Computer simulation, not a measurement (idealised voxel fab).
The name of this process module is voxel transistor to metal.
This is section cut - it's 140 nm across, gridded in 5 nm square cells.
Each cross-section below is a grid of square cells, stated as bands in top-down order, with one or more rows of cells making up each band.
Per band: top height and bottom height in nm, followed by the left-to-right materials and their widths in nm; "throughout" marks a single material spanning edge to edge, "air" marks empty space.
Height reference: 0 = level under which incoming wafer is all one material. Lowest band: no bottom, runs on downward, e.g. "0 and below".
You'd read "30..40" like this: the band's top row of cells is as wide as the first number, its bottom row is as wide as the second, and going down, every row changes width by the same amount as the row before did.
Step note "nothing got changed" = no cross-section cell changed.
"Sealed internal cavities" means: voids of 8 cells or more that are shut off from the top with no open way through. Written width x height at distance, distance from the left edge, in nm.
The remark found on a step's line after its settings is issued by the simulator itself and pertains to that step.
The optional step-line setting "overlay nm" applies to steps with a mask and quantifies how far to the right of its planned location the mask lay, a negative value indicating leftward placement.
Guide to the pairs. Each holds a before and an after cross-section around one process step; the after cross-section is cut off at the lowest band that changed. Look under the pair for the step between them and its settings. Pairs can come from different runs of this module on the same starting wafer, so a pair follows on from the one above it only where its entry headed "Pre-step geometry" says it does.

Pre-step geometry
- 45 down to 35 | SiO2 25, air 30, SiO2 30, air 30, SiO2 25
- 35 down to 20 | SiO2 25, air 30, SiN 5, SiCN 20, SiN 5, air 30, SiO2 25
- 20 down to 5 | SiO2 25, air 30, SiN 5, polySi 20, SiN 5, air 30, SiO2 25
- 5 down to 0 | SiO2 10, SiN 5, SiO2 10, air 30, SiN 5, polySi 20, SiN 5, air 30, SiO2 10, SiN 5, SiO2 10
- 0 down to -5 | SiO2 10, SiN 5, SiO2 10, air 25, pSi 5, SiO2 30, pSi 5, air 25, SiO2 10, SiN 5, SiO2 10
- -5 down to -10 | SiO2 20, pSi 35, Si 30, pSi 35, SiO2 20
- -10 down to -25 | SiO2 15, Si 110, SiO2 15
- -25 and below | Si throughout
- Sealed internal cavities: none

Structure After Step
- 50 down to 45 | TiN 30, air 20, TiN 40, air 20, TiN 30
- 45 down to 35 | SiO2 25, TiN 5, air 20, TiN 5, SiO2 30, TiN 5, air 20, TiN 5, SiO2 25
- 35 down to 20 | SiO2 25, TiN 5, air 20, TiN 5, SiN 5, SiCN 20, SiN 5, TiN 5, air 20, TiN 5, SiO2 25
- 20 down to 5 | SiO2 25, TiN 5, air 20, TiN 5, SiN 5, polySi 20, SiN 5, TiN 5, air 20, TiN 5, SiO2 25
- 5 down to 0 | SiO2 10, SiN 5, SiO2 10, TiN 5, air 15, TiN 10, SiN 5, polySi 20, SiN 5, TiN 10, air 15, TiN 5, SiO2 10, SiN 5, SiO2 10
- 0 down to -5 | SiO2 10, SiN 5, SiO2 10, TiN 25, pSi 5, SiO2 30, pSi 5, TiN 25, SiO2 10, SiN 5, SiO2 10
- Under -5: no change, same as before.
- Sealed internal cavities: none
The cross-sections above show the structure before and after this step: CONFORMAL_DEP (material TiN; thk nm 5)

Pre-step geometry: just use the after drawing of the pair above as your starting point.

Structure After Step
- 55 down to 50 | W throughout
- 50 down to 45 | TiN 30, W 20, TiN 40, W 20, TiN 30
- 45 down to 35 | SiO2 25, TiN 5, W 20, TiN 5, SiO2 30, TiN 5, W 20, TiN 5, SiO2 25
- 35 down to 20 | SiO2 25, TiN 5, W 20, TiN 5, SiN 5, SiCN 20, SiN 5, TiN 5, W 20, TiN 5, SiO2 25
- 20 down to 5 | SiO2 25, TiN 5, W 20, TiN 5, SiN 5, polySi 20, SiN 5, TiN 5, W 20, TiN 5, SiO2 25
- 5 down to 0 | SiO2 10, SiN 5, SiO2 10, TiN 5, W 15, TiN 10, SiN 5, polySi 20, SiN 5, TiN 10, W 15, TiN 5, SiO2 10, SiN 5, SiO2 10
- Under 0: no change, same as before.
- Sealed internal cavities: none
The cross-sections above show the structure before and after this step: FILL_DEP (material W; thk nm 5)

Pre-step geometry: just use the after drawing of the pair above as your starting point.

Structure After Step
- 45 down to 35 | SiO2 25, TiN 5, W 20, TiN 5, SiO2 30, TiN 5, W 20, TiN 5, SiO2 25
- Under 35: no change, same as before.
- Sealed internal cavities: none
The cross-sections above show the structure before and after this step: CMP (height nm 45)

Pre-step geometry: just use the after drawing of the pair above as your starting point.

Structure After Step
- 50 down to 45 | TiN throughout
- Under 45: no change, same as before.
- Sealed internal cavities: none
The cross-sections above show the structure before and after this step: DIRECTIONAL_DEP (material TiN; thk nm 5)

Pre-step geometry: just use the after drawing of the pair above as your starting point.

Structure After Step
- 70 down to 50 | W throughout
- Under 50: no change, same as before.
- Sealed internal cavities: none
The cross-sections above show the structure before and after this step: DIRECTIONAL_DEP (material W; thk nm 20)

Pre-step geometry: just use the after drawing of the pair above as your starting point.

Structure After Step
- 70 down to 50 | air 25, W 15, air 60, W 15, air 25
- Under 50: no change, same as before.
- Sealed internal cavities: none
The cross-sections above show the structure before and after this step: MASKED_ETCH (tone cover; mask id METAL_1; width nm 15; pitch nm 75; etch materials W; depth nm 20; overlay nm 0)

Pre-step geometry: just use the after drawing of the pair above as your starting point.

Structure After Step
- 70 down to 50 | air 25, W 15, air 60, W 15, air 25
- 50 down to 45 | air 25, TiN 15, air 60, TiN 15, air 25
- Under 45: no change, same as before.
- Sealed internal cavities: none
The cross-sections above show the structure before and after this step: MASKED_ETCH (tone cover; mask id METAL_1; width nm 15; pitch nm 75; etch materials TiN; depth nm 5; overlay nm 0)

Pre-step geometry: just use the after drawing of the pair above as your starting point.

Structure After Step
- 75 down to 70 | air 20, SiN 25, air 50, SiN 25, air 20
- 70 down to 50 | air 20, SiN 5, W 15, SiN 5, air 50, SiN 5, W 15, SiN 5, air 20
- 50 down to 45 | SiN 25, TiN 15, SiN 60, TiN 15, SiN 25
- Under 45: no change, same as before.
- Sealed internal cavities: none
The cross-sections above show the structure before and after this step: CONFORMAL_DEP (material SiN; thk nm 5)

Pre-step geometry: just use the after drawing of the pair above as your starting point.

Structure After Step
- 80 down to 75 | SiO2 throughout
- 75 down to 70 | SiO2 20, SiN 25, SiO2 50, SiN 25, SiO2 20
- 70 down to 50 | SiO2 20, SiN 5, W 15, SiN 5, SiO2 50, SiN 5, W 15, SiN 5, SiO2 20
- Under 50: no change, same as before.
- Sealed internal cavities: none
The cross-sections above show the structure before and after this step: FILL_DEP (material SiO2; thk nm 5)

Pre-step geometry: just use the after drawing of the pair above as your starting point.

Structure After Step
- 70 down to 50 | SiO2 20, SiN 5, W 15, SiN 5, SiO2 50, SiN 5, W 15, SiN 5, SiO2 20
- Under 50: no change, same as before.
- Sealed internal cavities: none
The cross-sections above show the structure before and after this step: CMP (height nm 70)

Pre-step geometry: just use the after drawing of the pair above as your starting point.

Structure After Step
- 75 down to 70 | SiCN throughout
- Under 70: no change, same as before.
- Sealed internal cavities: none
The cross-sections above show the structure before and after this step: CONFORMAL_DEP (material SiCN; thk nm 5)

Pre-step geometry
- 40 down to 35 | SiCN 10, air 120, SiCN 10
- 35 down to 25 | SiCN throughout
- 25 down to 20 | polySi 10, SiCN 120, polySi 10
- 20 down to 5 | polySi throughout
- 5 down to 0 | SiO2 10, polySi 120, SiO2 10
- 0 down to -5 | SiO2 throughout
- -5 down to -25 | SiO2 15, Si 110, SiO2 15
- -25 and below | Si throughout
- Sealed internal cavities: none

Structure After Step
- 55 down to 50 | SiCN 10, air 120, SiCN 10
- 50 down to 25 | SiCN throughout
- Under 25: no change, same as before.
- Sealed internal cavities: none
The cross-sections above show the structure before and after this step: DIRECTIONAL_DEP (material SiCN; thk nm 15)

Pre-step geometry: just use the after drawing of the pair above as your starting point.

Structure After Step
- 70 down to 55 | air 60, resist 20, air 60
- 55 down to 50 | SiCN 10, air 50, resist 20, air 50, SiCN 10
- Under 50: no change, same as before.
- Sealed internal cavities: none
The cross-sections above show the structure before and after this step: PATTERN (tone cover; mask id GATE; material resist; width nm 20; thk nm 15; overlay nm 0)

Pre-step geometry: just use the after drawing of the pair above as your starting point.

Structure After Step
- 70 down to 50 | air 60, resist 20, air 60
- 50 down to 30 | air 60, SiCN 20, air 60
- 30 down to 25 | SiCN 10, air 50, SiCN 20, air 50, SiCN 10
- Under 25: no change, same as before.
- Sealed internal cavities: none
The cross-sections above show the structure before and after this step: DIRECTIONAL_ETCH (etch materials SiCN; depth nm 25)

Pre-step geometry: just use the after drawing of the pair above as your starting point.

Structure After Step
- 50 down to 30 | air 60, SiCN 20, air 60
- Under 30: no change, same as before.
- Sealed internal cavities: none
The cross-sections above show the structure before and after this step: STRIP (etch materials resist)

Pre-step geometry: just use the after drawing of the pair above as your starting point.

Structure After Step
- 55 down to 50 | air 55, SiN 30, air 55
- 50 down to 35 | air 55, SiN 5, SiCN 20, SiN 5, air 55
- 35 down to 30 | SiN 15, air 40, SiN 5, SiCN 20, SiN 5, air 40, SiN 15
- 30 down to 25 | SiCN 10, SiN 50, SiCN 20, SiN 50, SiCN 10
- Under 25: no change, same as before.
- Sealed internal cavities: none
The cross-sections above show the structure before and after this step: CONFORMAL_DEP (material SiN; thk nm 5)

Pre-step geometry: just use the after drawing of the pair above as your starting point.

Structure After Step
- 50 down to 30 | air 55, SiN 5, SiCN 20, SiN 5, air 55
- 30 down to 25 | SiCN 10, SiN 5, air 40, SiN 5, SiCN 20, SiN 5, air 40, SiN 5, SiCN 10
- Under 25: no change, same as before.
- Sealed internal cavities: none
The cross-sections above show the structure before and after this step: DIRECTIONAL_ETCH (etch materials SiN; depth nm 5)

Pre-step geometry: just use the after drawing of the pair above as your starting point.

Structure After Step
- 60 down to 50 | SiO2 throughout
- 50 down to 30 | SiO2 55, SiN 5, SiCN 20, SiN 5, SiO2 55
- 30 down to 25 | SiCN 10, SiN 5, SiO2 40, SiN 5, SiCN 20, SiN 5, SiO2 40, SiN 5, SiCN 10
- Under 25: no change, same as before.
- Sealed internal cavities: none
The cross-sections above show the structure before and after this step: FILL_DEP (material SiO2; thk nm 10)

Pre-step geometry: just use the after drawing of the pair above as your starting point.

Structure After Step
- 35 down to 30 | SiO2 55, SiN 5, SiCN 20, SiN 5, SiO2 55
- Under 30: no change, same as before.
- Sealed internal cavities: none
The cross-sections above show the structure before and after this step: CMP (height nm 35)

Pre-step geometry: just use the after drawing of the pair above as your starting point.

Structure After Step
- 45 down to 35 | SiO2 throughout
- Under 35: no change, same as before.
- Sealed internal cavities: none
The cross-sections above show the structure before and after this step: DIRECTIONAL_DEP (material SiO2; thk nm 10)

Pre-step geometry: just use the after drawing of the pair above as your starting point.

Structure After Step
- 60 down to 45 | aC throughout
- Under 45: no change, same as before.
- Sealed internal cavities: none
The cross-sections above show the structure before and after this step: DIRECTIONAL_DEP (material aC; thk nm 15)

Pre-step geometry: just use the after drawing of the pair above as your starting point.

Structure After Step
- 95 down to 60 | resist 25, air 30, resist 30, air 30, resist 25
- Under 60: no change, same as before.
- Sealed internal cavities: none
The cross-sections above show the structure before and after this step: PATTERN (tone open; mask id CONTACT; material resist; width nm 30; pitch nm 60; thk nm 35; overlay nm 0)

Pre-step geometry: just use the after drawing of the pair above as your starting point.

Structure After Step
- 80 down to 60 | resist 25, air 30, resist 30, air 30, resist 25
- 60 down to 45 | aC 25, air 30, aC 30, air 30, aC 25
- Under 45: no change, same as before.
- Sealed internal cavities: none
The cross-sections above show the structure before and after this step: DIRECTIONAL_ETCH (etch materials aC; depth nm 15)

Pre-step geometry: just use the after drawing of the pair above as your starting point.

Structure After Step
- 60 down to 45 | aC 25, air 30, aC 30, air 30, aC 25
- Under 45: no change, same as before.
- Sealed internal cavities: none
The cross-sections above show the structure before and after this step: STRIP (etch materials resist)

Pre-step geometry: just use the after drawing of the pair above as your starting point.

Structure After Step
- 60 down to 45 | aC 25, air 30, aC 30, air 30, aC 25
- 45 down to 35 | SiO2 25, air 30, SiO2 30, air 30, SiO2 25
- 35 down to 30 | SiO2 25, air 30, SiN 5, SiCN 20, SiN 5, air 30, SiO2 25
- 30 down to 25 | SiCN 10, SiN 5, SiO2 10, air 30, SiN 5, SiCN 20, SiN 5, air 30, SiO2 10, SiN 5, SiCN 10
- Under 25: no change, same as before.
- Sealed internal cavities: none
The cross-sections above show the structure before and after this step: DIRECTIONAL_ETCH (etch materials SiO2; depth nm 50)

Pre-step geometry: just use the after drawing of the pair above as your starting point.

Structure After Step
- 45 down to 35 | SiO2 25, air 30, SiO2 30, air 30, SiO2 25
- Under 35: no change, same as before.
- Sealed internal cavities: none
The cross-sections above show the structure before and after this step: STRIP (etch materials aC)

Pre-step geometry: just use the after drawing of the pair above as your starting point.

Structure After Step
- 50 down to 45 | TiN 30, air 20, TiN 40, air 20, TiN 30
- 45 down to 35 | SiO2 25, TiN 5, air 20, TiN 5, SiO2 30, TiN 5, air 20, TiN 5, SiO2 25
- 35 down to 30 | SiO2 25, TiN 5, air 20, TiN 5, SiN 5, SiCN 20, SiN 5, TiN 5, air 20, TiN 5, SiO2 25
- 30 down to 25 | SiCN 10, SiN 5, SiO2 10, TiN 30, SiN 5, SiCN 20, SiN 5, TiN 30, SiO2 10, SiN 5, SiCN 10
- Under 25: no change, same as before.
- Sealed internal cavities: none
The cross-sections above show the structure before and after this step: CONFORMAL_DEP (material TiN; thk nm 5)

Pre-step geometry: just use the after drawing of the pair above as your starting point.

Structure After Step
- 55 down to 50 | W throughout
- 50 down to 45 | TiN 30, W 20, TiN 40, W 20, TiN 30
- 45 down to 35 | SiO2 25, TiN 5, W 20, TiN 5, SiO2 30, TiN 5, W 20, TiN 5, SiO2 25
- 35 down to 30 | SiO2 25, TiN 5, W 20, TiN 5, SiN 5, SiCN 20, SiN 5, TiN 5, W 20, TiN 5, SiO2 25
- Under 30: no change, same as before.
- Sealed internal cavities: none
The cross-sections above show the structure before and after this step: FILL_DEP (material W; thk nm 5)

Pre-step geometry: just use the after drawing of the pair above as your starting point.

Structure After Step
- 45 down to 35 | SiO2 25, TiN 5, W 20, TiN 5, SiO2 30, TiN 5, W 20, TiN 5, SiO2 25
- Under 35: no change, same as before.
- Sealed internal cavities: none
The cross-sections above show the structure before and after this step: CMP (height nm 45)

Pre-step geometry: just use the after drawing of the pair above as your starting point.

Structure After Step
- 50 down to 45 | TiN throughout
- Under 45: no change, same as before.
- Sealed internal cavities: none
The cross-sections above show the structure before and after this step: DIRECTIONAL_DEP (material TiN; thk nm 5)

Pre-step geometry: just use the after drawing of the pair above as your starting point.

Structure After Step
- 70 down to 50 | W throughout
- Under 50: no change, same as before.
- Sealed internal cavities: none
The cross-sections above show the structure before and after this step: DIRECTIONAL_DEP (material W; thk nm 20)

Pre-step geometry: just use the after drawing of the pair above as your starting point.

Structure After Step
- 70 down to 50 | air 25, W 15, air 60, W 15, air 25
- Under 50: no change, same as before.
- Sealed internal cavities: none
The cross-sections above show the structure before and after this step: MASKED_ETCH (tone cover; mask id METAL_1; width nm 15; pitch nm 75; etch materials W; depth nm 20; overlay nm 0)

Pre-step geometry: just use the after drawing of the pair above as your starting point.

Structure After Step
- 70 down to 50 | air 25, W 15, air 60, W 15, air 25
- 50 down to 45 | air 25, TiN 15, air 60, TiN 15, air 25
- Under 45: no change, same as before.
- Sealed internal cavities: none
The cross-sections above show the structure before and after this step: MASKED_ETCH (tone cover; mask id METAL_1; width nm 15; pitch nm 75; etch materials TiN; depth nm 5; overlay nm 0)

Pre-step geometry: just use the after drawing of the pair above as your starting point.

Structure After Step
- 75 down to 70 | air 20, SiN 25, air 50, SiN 25, air 20
- 70 down to 50 | air 20, SiN 5, W 15, SiN 5, air 50, SiN 5, W 15, SiN 5, air 20
- 50 down to 45 | SiN 25, TiN 15, SiN 60, TiN 15, SiN 25
- Under 45: no change, same as before.
- Sealed internal cavities: none
The cross-sections above show the structure before and after this step: CONFORMAL_DEP (material SiN; thk nm 5)

Pre-step geometry: just use the after drawing of the pair above as your starting point.

Structure After Step
- 80 down to 75 | SiO2 throughout
- 75 down to 70 | SiO2 20, SiN 25, SiO2 50, SiN 25, SiO2 20
- 70 down to 50 | SiO2 20, SiN 5, W 15, SiN 5, SiO2 50, SiN 5, W 15, SiN 5, SiO2 20
- Under 50: no change, same as before.
- Sealed internal cavities: none
The cross-sections above show the structure before and after this step: FILL_DEP (material SiO2; thk nm 5)

Pre-step geometry: just use the after drawing of the pair above as your starting point.

Structure After Step
- 70 down to 50 | SiO2 20, SiN 5, W 15, SiN 5, SiO2 50, SiN 5, W 15, SiN 5, SiO2 20
- Under 50: no change, same as before.
- Sealed internal cavities: none
The cross-sections above show the structure before and after this step: CMP (height nm 70)

Pre-step geometry: just use the after drawing of the pair above as your starting point.

Structure After Step
- 75 down to 70 | SiCN throughout
- Under 70: no change, same as before.
- Sealed internal cavities: none
The cross-sections above show the structure before and after this step: CONFORMAL_DEP (material SiCN; thk nm 5)

Pre-step geometry
- 15 down to 5 | SiO2 15, SiN 110, SiO2 15
- 5 down to 0 | SiO2 throughout
- 0 down to -25 | SiO2 15, Si 110, SiO2 15
- -25 and below | Si throughout
- Sealed internal cavities: none

Structure After Step
- 15 down to 5 | SiO2 15, air 110, SiO2 15
- Under 5: no change, same as before.
- Sealed internal cavities: none
The cross-sections above show the structure before and after this step: STRIP (etch materials SiN)

Pre-step geometry: just use the after drawing of the pair above as your starting point.

Structure After Step
- 10 down to 0 | SiO2 10, air 120, SiO2 10
- Under 0: no change, same as before.
- Sealed internal cavities: none
The cross-sections above show the structure before and after this step: SELECTIVE_ETCH (etch materials SiO2; depth nm 5)

Pre-step geometry: just use the after drawing of the pair above as your starting point.

Structure After Step
- 5 down to 0 | SiO2 5, air 130, SiO2 5
- 0 down to -5 | SiO2 5, air 10, Si 110, air 10, SiO2 5
- Under -5: no change, same as before.
- Sealed internal cavities: none
The cross-sections above show the structure before and after this step: SELECTIVE_ETCH (etch materials SiO2; depth nm 5)

Pre-step geometry: just use the after drawing of the pair above as your starting point.

Structure After Step
- 5 down to 0 | SiO2 5, air 130, SiO2 5
- 0 down to -5 | SiO2 5, air 10, SiO2 110, air 10, SiO2 5
- -5 down to -10 | SiO2 20, Si 100, SiO2 20
- Under -10: no change, same as before.
- Sealed internal cavities: none
The cross-sections above show the structure before and after this step: OXIDIZE (depth nm 5)

Pre-step geometry: just use the after drawing of the pair above as your starting point.

Structure After Step
- 25 down to 20 | polySi 5, air 130, polySi 5
- 20 down to 15 | polySi 5, air 10, polySi 110, air 10, polySi 5
- 15 down to 5 | polySi throughout
- 5 down to 0 | SiO2 5, polySi 130, SiO2 5
- 0 down to -5 | SiO2 5, polySi 10, SiO2 110, polySi 10, SiO2 5
- Under -5: no change, same as before.
- Sealed internal cavities: none
The cross-sections above show the structure before and after this step: DIRECTIONAL_DEP (material polySi; thk nm 20)

Pre-step geometry: just use the after drawing of the pair above as your starting point.

Structure After Step
- 40 down to 35 | SiCN 5, air 130, SiCN 5
- 35 down to 30 | SiCN 5, air 10, SiCN 110, air 10, SiCN 5
- 30 down to 25 | SiCN throughout
- 25 down to 20 | polySi 5, SiCN 130, polySi 5
- 20 down to 15 | polySi 5, SiCN 10, polySi 110, SiCN 10, polySi 5
- Under 15: no change, same as before.
- Sealed internal cavities: none
The cross-sections above show the structure before and after this step: DIRECTIONAL_DEP (material SiCN; thk nm 15)

Pre-step geometry: just use the after drawing of the pair above as your starting point.

Structure After Step
- 55 down to 40 | air 60, resist 20, air 60
- 40 down to 35 | SiCN 5, air 55, resist 20, air 55, SiCN 5
- Under 35: no change, same as before.
- Sealed internal cavities: none
The cross-sections above show the structure before and after this step: PATTERN (tone cover; mask id GATE; material resist; width nm 20; thk nm 15; overlay nm 0)

Pre-step geometry: just use the after drawing of the pair above as your starting point.

Structure After Step
- 55 down to 35 | air 60, resist 20, air 60
- 35 down to 25 | air 60, SiCN 20, air 60
- 25 down to 20 | polySi 5, air 55, SiCN 20, air 55, polySi 5
- 20 down to 15 | polySi 5, air 10, polySi 110, air 10, polySi 5
- Under 15: no change, same as before.
- Sealed internal cavities: none
The cross-sections above show the structure before and after this step: DIRECTIONAL_ETCH (etch materials SiCN; depth nm 25)

Pre-step geometry: just use the after drawing of the pair above as your starting point.

Structure After Step
- 55 down to 35 | air 60, resist 20, air 60
- 35 down to 20 | air 60, SiCN 20, air 60
- 20 down to 5 | air 60, polySi 20, air 60
- 5 down to 0 | SiO2 5, air 55, polySi 20, air 55, SiO2 5
- 0 down to -5 | SiO2 5, air 10, SiO2 110, air 10, SiO2 5
- Under -5: no change, same as before.
- Sealed internal cavities: none
The cross-sections above show the structure before and after this step: DIRECTIONAL_ETCH (etch materials polySi; depth nm 30)

Pre-step geometry: just use the after drawing of the pair above as your starting point.

Structure After Step
- 35 down to 20 | air 60, SiCN 20, air 60
- Under 20: no change, same as before.
- Sealed internal cavities: none
The cross-sections above show the structure before and after this step: STRIP (etch materials resist)

Pre-step geometry: just use the after drawing of the pair above as your starting point.

Structure After Step
- 40 down to 35 | air 55, SiN 30, air 55
- 35 down to 20 | air 55, SiN 5, SiCN 20, SiN 5, air 55
- 20 down to 10 | air 55, SiN 5, polySi 20, SiN 5, air 55
- 10 down to 5 | SiN 10, air 45, SiN 5, polySi 20, SiN 5, air 45, SiN 10
- 5 down to 0 | SiO2 5, SiN 55, polySi 20, SiN 55, SiO2 5
- 0 down to -5 | SiO2 5, SiN 10, SiO2 110, SiN 10, SiO2 5
- Under -5: no change, same as before.
- Sealed internal cavities: none
The cross-sections above show the structure before and after this step: CONFORMAL_DEP (material SiN; thk nm 5)

Pre-step geometry: just use the after drawing of the pair above as your starting point.

Structure After Step
- 35 down to 20 | air 55, SiN 5, SiCN 20, SiN 5, air 55
- 20 down to 5 | air 55, SiN 5, polySi 20, SiN 5, air 55
- 5 down to 0 | SiO2 5, SiN 5, air 45, SiN 5, polySi 20, SiN 5, air 45, SiN 5, SiO2 5
- Under 0: no change, same as before.
- Sealed internal cavities: none
The cross-sections above show the structure before and after this step: DIRECTIONAL_ETCH (etch materials SiN; depth nm 5)

Pre-step geometry: just use the after drawing of the pair above as your starting point.

Structure After Step
- 35 down to 20 | air 55, SiN 5, SiCN 20, SiN 5, air 55
- 20 down to 5 | air 55, SiN 5, polySi 20, SiN 5, air 55
- 5 down to 0 | air 5, SiN 5, air 45, SiN 5, polySi 20, SiN 5, air 45, SiN 5, air 5
- 0 down to -5 | SiO2 5, SiN 10, air 40, SiO2 30, air 40, SiN 10, SiO2 5
- Under -5: no change, same as before.
- Sealed internal cavities: none
The cross-sections above show the structure before and after this step: DIRECTIONAL_ETCH (etch materials SiO2; depth nm 5)

Pre-step geometry: just use the after drawing of the pair above as your starting point.

Structure After Step
- 35 down to 20 | air 55, SiN 5, SiCN 20, SiN 5, air 55
- 20 down to 5 | air 55, SiN 5, polySi 20, SiN 5, air 55
- 5 down to 0 | air 5, SiN 5, air 45, SiN 5, polySi 20, SiN 5, air 45, SiN 5, air 5
- 0 down to -5 | SiO2 5, SiN 10, air 40, SiO2 30, air 40, SiN 10, SiO2 5
- -5 down to -10 | SiO2 20, air 35, Si 30, air 35, SiO2 20
- Under -10: no change, same as before.
- Sealed internal cavities: none
The cross-sections above show the structure before and after this step: DIRECTIONAL_ETCH (etch materials Si; depth nm 5)

Pre-step geometry: just use the after drawing of the pair above as your starting point.

Structure After Step
- 35 down to 20 | air 55, SiN 5, SiCN 20, SiN 5, air 55
- 20 down to 5 | air 55, SiN 5, polySi 20, SiN 5, air 55
- 5 down to 0 | air 5, SiN 5, air 45, SiN 5, polySi 20, SiN 5, air 45, SiN 5, air 5
- 0 down to -5 | SiO2 5, SiN 10, air 35, pSi 5, SiO2 30, pSi 5, air 35, SiN 10, SiO2 5
- -5 down to -10 | SiO2 20, pSi 35, Si 30, pSi 35, SiO2 20
- Under -10: no change, same as before.
- Sealed internal cavities: none
The cross-sections above show the structure before and after this step: EPI (material pSi; thk nm 5)

Pre-step geometry: just use the after drawing of the pair above as your starting point.

Structure After Step
- 45 down to 35 | SiO2 throughout
- 35 down to 20 | SiO2 55, SiN 5, SiCN 20, SiN 5, SiO2 55
- 20 down to 5 | SiO2 55, SiN 5, polySi 20, SiN 5, SiO2 55
- 5 down to 0 | SiO2 5, SiN 5, SiO2 45, SiN 5, polySi 20, SiN 5, SiO2 45, SiN 5, SiO2 5
- 0 down to -5 | SiO2 5, SiN 10, SiO2 35, pSi 5, SiO2 30, pSi 5, SiO2 35, SiN 10, SiO2 5
- Under -5: no change, same as before.
- Sealed internal cavities: none
The cross-sections above show the structure before and after this step: FILL_DEP (material SiO2; thk nm 10)

Pre-step geometry: just use the after drawing of the pair above as your starting point.

Structure After Step
- 35 down to 20 | SiO2 55, SiN 5, SiCN 20, SiN 5, SiO2 55
- Under 20: no change, same as before.
- Sealed internal cavities: none
The cross-sections above show the structure before and after this step: CMP (height nm 35)

Pre-step geometry: just use the after drawing of the pair above as your starting point.

Structure After Step
- 45 down to 35 | SiO2 throughout
- Under 35: no change, same as before.
- Sealed internal cavities: none
The cross-sections above show the structure before and after this step: DIRECTIONAL_DEP (material SiO2; thk nm 10)

Pre-step geometry: just use the after drawing of the pair above as your starting point.

Structure After Step
- 60 down to 45 | aC throughout
- Under 45: no change, same as before.
- Sealed internal cavities: none
The cross-sections above show the structure before and after this step: DIRECTIONAL_DEP (material aC; thk nm 15)

Pre-step geometry: just use the after drawing of the pair above as your starting point.

Structure After Step
- 95 down to 60 | resist 25, air 30, resist 30, air 30, resist 25
- Under 60: no change, same as before.
- Sealed internal cavities: none
The cross-sections above show the structure before and after this step: PATTERN (tone open; mask id CONTACT; material resist; width nm 30; pitch nm 60; thk nm 35; overlay nm 0)

Pre-step geometry: just use the after drawing of the pair above as your starting point.

Structure After Step
- 80 down to 60 | resist 25, air 30, resist 30, air 30, resist 25
- 60 down to 45 | aC 25, air 30, aC 30, air 30, aC 25
- Under 45: no change, same as before.
- Sealed internal cavities: none
The cross-sections above show the structure before and after this step: DIRECTIONAL_ETCH (etch materials aC; depth nm 15)

Pre-step geometry: just use the after drawing of the pair above as your starting point.

Structure After Step
- 60 down to 45 | aC 25, air 30, aC 30, air 30, aC 25
- Under 45: no change, same as before.
- Sealed internal cavities: none
The cross-sections above show the structure before and after this step: STRIP (etch materials resist)

Pre-step geometry: just use the after drawing of the pair above as your starting point.

Structure After Step
- 60 down to 45 | aC 25, air 30, aC 30, air 30, aC 25
- 45 down to 35 | SiO2 25, air 30, SiO2 30, air 30, SiO2 25
- 35 down to 20 | SiO2 25, air 30, SiN 5, SiCN 20, SiN 5, air 30, SiO2 25
- 20 down to 5 | SiO2 25, air 30, SiN 5, polySi 20, SiN 5, air 30, SiO2 25
- 5 down to 0 | SiO2 5, SiN 5, SiO2 15, air 30, SiN 5, polySi 20, SiN 5, air 30, SiO2 15, SiN 5, SiO2 5
- 0 down to -5 | SiO2 5, SiN 10, SiO2 10, air 25, pSi 5, SiO2 30, pSi 5, air 25, SiO2 10, SiN 10, SiO2 5
- Under -5: no change, same as before.
- Sealed internal cavities: none
The cross-sections above show the structure before and after this step: DIRECTIONAL_ETCH (etch materials SiO2; depth nm 50)

Pre-step geometry: just use the after drawing of the pair above as your starting point.

Structure After Step
- 45 down to 35 | SiO2 25, air 30, SiO2 30, air 30, SiO2 25
- Under 35: no change, same as before.
- Sealed internal cavities: none
The cross-sections above show the structure before and after this step: STRIP (etch materials aC)

Pre-step geometry: just use the after drawing of the pair above as your starting point.

Structure After Step
- 50 down to 45 | TiN 30, air 20, TiN 40, air 20, TiN 30
- 45 down to 35 | SiO2 25, TiN 5, air 20, TiN 5, SiO2 30, TiN 5, air 20, TiN 5, SiO2 25
- 35 down to 20 | SiO2 25, TiN 5, air 20, TiN 5, SiN 5, SiCN 20, SiN 5, TiN 5, air 20, TiN 5, SiO2 25
- 20 down to 5 | SiO2 25, TiN 5, air 20, TiN 5, SiN 5, polySi 20, SiN 5, TiN 5, air 20, TiN 5, SiO2 25
- 5 down to 0 | SiO2 5, SiN 5, SiO2 15, TiN 5, air 15, TiN 10, SiN 5, polySi 20, SiN 5, TiN 10, air 15, TiN 5, SiO2 15, SiN 5, SiO2 5
- 0 down to -5 | SiO2 5, SiN 10, SiO2 10, TiN 25, pSi 5, SiO2 30, pSi 5, TiN 25, SiO2 10, SiN 10, SiO2 5
- Under -5: no change, same as before.
- Sealed internal cavities: none
The cross-sections above show the structure before and after this step: CONFORMAL_DEP (material TiN; thk nm 5)

Pre-step geometry: just use the after drawing of the pair above as your starting point.

Structure After Step
- 55 down to 50 | W throughout
- 50 down to 45 | TiN 30, W 20, TiN 40, W 20, TiN 30
- 45 down to 35 | SiO2 25, TiN 5, W 20, TiN 5, SiO2 30, TiN 5, W 20, TiN 5, SiO2 25
- 35 down to 20 | SiO2 25, TiN 5, W 20, TiN 5, SiN 5, SiCN 20, SiN 5, TiN 5, W 20, TiN 5, SiO2 25
- 20 down to 5 | SiO2 25, TiN 5, W 20, TiN 5, SiN 5, polySi 20, SiN 5, TiN 5, W 20, TiN 5, SiO2 25
- 5 down to 0 | SiO2 5, SiN 5, SiO2 15, TiN 5, W 15, TiN 10, SiN 5, polySi 20, SiN 5, TiN 10, W 15, TiN 5, SiO2 15, SiN 5, SiO2 5
- Under 0: no change, same as before.
- Sealed internal cavities: none
The cross-sections above show the structure before and after this step: FILL_DEP (material W; thk nm 5)

Pre-step geometry: just use the after drawing of the pair above as your starting point.

Structure After Step
- 45 down to 35 | SiO2 25, TiN 5, W 20, TiN 5, SiO2 30, TiN 5, W 20, TiN 5, SiO2 25
- Under 35: no change, same as before.
- Sealed internal cavities: none
The cross-sections above show the structure before and after this step: CMP (height nm 45)

Pre-step geometry: just use the after drawing of the pair above as your starting point.

Structure After Step
- 50 down to 45 | TiN throughout
- Under 45: no change, same as before.
- Sealed internal cavities: none
The cross-sections above show the structure before and after this step: DIRECTIONAL_DEP (material TiN; thk nm 5)

Pre-step geometry: just use the after drawing of the pair above as your starting point.

Structure After Step
- 70 down to 50 | W throughout
- Under 50: no change, same as before.
- Sealed internal cavities: none
The cross-sections above show the structure before and after this step: DIRECTIONAL_DEP (material W; thk nm 20)
